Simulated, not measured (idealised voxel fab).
Module name: voxel gate over fins (process module)
The figure presents cross-section cut, which has a width of 250 nm and is divided into square cells with an edge length of 5 nm.
Heads up, the way a cross-section reads in here is a grid of square cells, handed over as bands from the top down, with every band being one or more rows of cells.
What a band's entry tells you: where the top is and where the bottom is, as heights in nm, and after that what lies inside, material by material from left to right, each with its width in nm. Empty space is written as the word "blank", and a single material marked with the word "edge to edge" occupies the band from edge to edge.
Heads up on the height convention: 0 is the point under which the incoming wafer is all one material, and the lowest band has no bottom, it just keeps going down, like "z 0 and below".
Width "30->40": first value at the band's top row of cells, second value at its bottom row, equal change from row to row.
"remained unchanged" after a step means that no cell of the cross-section changed.
Look at "Enclosed cavity list" for the closed voids: empty spaces with no open path to the top, sized 8 cells or up. Each is width x height at distance, distance from the left edge, all nm.
Heads up: the bit after the settings on a step's line is the simulator's remark on that step.
Steps that use a mask can have "overlay nm" on their line. It says how far the mask sat to the right of where it was meant to be. Negative means to the left.
-- So here's the lineup of process steps we planned
1: RECEIVE, material Si
2: CONFORMAL_DEP, material SiN, thk nm 5
3: MASKED_ETCH, tone cover, mask id FINS, width nm 15, pitch nm 35, etch materials SiN, depth nm 5, overlay nm 0
4: MASKED_ETCH, tone cover, mask id FINS, width nm 15, pitch nm 35, etch materials Si, depth nm 35, overlay nm 0
5: OXIDIZE, depth nm 5
6: FILL_DEP, material SiO2, thk nm 10
7: CMP, height nm 5
8: SELECTIVE_ETCH, etch materials SiO2, depth nm 15
9: STRIP, etch materials SiN
10: CONFORMAL_DEP, material HfO2, thk nm 5
11: CONFORMAL_DEP, material TiN, thk nm 5
12: CONFORMAL_DEP, material TiAl, thk nm 5
13: CONFORMAL_DEP, material TiN, thk nm 5
14: FILL_DEP, material W, thk nm 10
15: CMP, height nm 25
16: CONFORMAL_DEP, material SiN, thk nm 10
-- Wafer at receipt (post step 1), cross-section
- z 0 and below = Si edge to edge
- Enclosed cavity list: none
-- First wafer of two, sectioned at end of module; run went per plan
- z 35 to 25 = SiN edge to edge
- z 25 to 20 = W edge to edge
- z 20 to 15 = 85 of W / 80 of TiN / 85 of W
- z 15 to 10 = 85 of W / 5 of TiN / 70 of TiAl / 5 of TiN / 85 of W
- z 10 to 5 = 90 of TiN / 5 of TiAl / 25 of TiN / 10 of TiAl / 25 of TiN / 5 of TiAl / 90 of TiN
- z 5 to 0 = 95 of TiAl / 5 of TiN / 15 of HfO2 / 5 of TiN / 10 of TiAl / 5 of TiN / 15 of HfO2 / 5 of TiN / 95 of TiAl
- z 0 to -5 = 100 of TiN / 5 of HfO2 / 5 of Si / 5 of HfO2 / 20 of TiN / 5 of HfO2 / 5 of Si / 5 of HfO2 / 100 of TiN
- z -5 to -10 = 105 of HfO2 / 5 of Si / 30 of HfO2 / 5 of Si / 105 of HfO2
- z -10 to -40 = 105 of SiO2 / 5 of Si / 30 of SiO2 / 5 of Si / 105 of SiO2
- z -40 and below = Si edge to edge
- Enclosed cavity list: none
-- Cross-sectional image of the second wafer of the two following completion of the module. Starting state and process plan were the same as for the first wafer; one execution error occurred
- z 35 to 25 = SiN edge to edge
- z 25 to 15 = W edge to edge
- z 15 to 5 = 90 of W / 70 of TiN / 90 of W
- z 5 to 0 = 100 of TiN / 15 of HfO2 / 20 of TiN / 15 of HfO2 / 100 of TiN
- z 0 to -5 = 100 of TiN / 5 of HfO2 / 5 of Si / 5 of HfO2 / 20 of TiN / 5 of HfO2 / 5 of Si / 5 of HfO2 / 100 of TiN
- z -5 to -10 = 105 of HfO2 / 5 of Si / 30 of HfO2 / 5 of Si / 105 of HfO2
- z -10 to -40 = 105 of SiO2 / 5 of Si / 30 of SiO2 / 5 of Si / 105 of SiO2
- z -40 and below = Si edge to edge
- Enclosed cavity list: none
Short version of what went wrong: step 12 of the plan got skipped, so it never ran
Final tally in cells, some materials are higher or lower on the second wafer than on the first: 58 fewer of TiAl | 4 more of TiN | 54 more of W
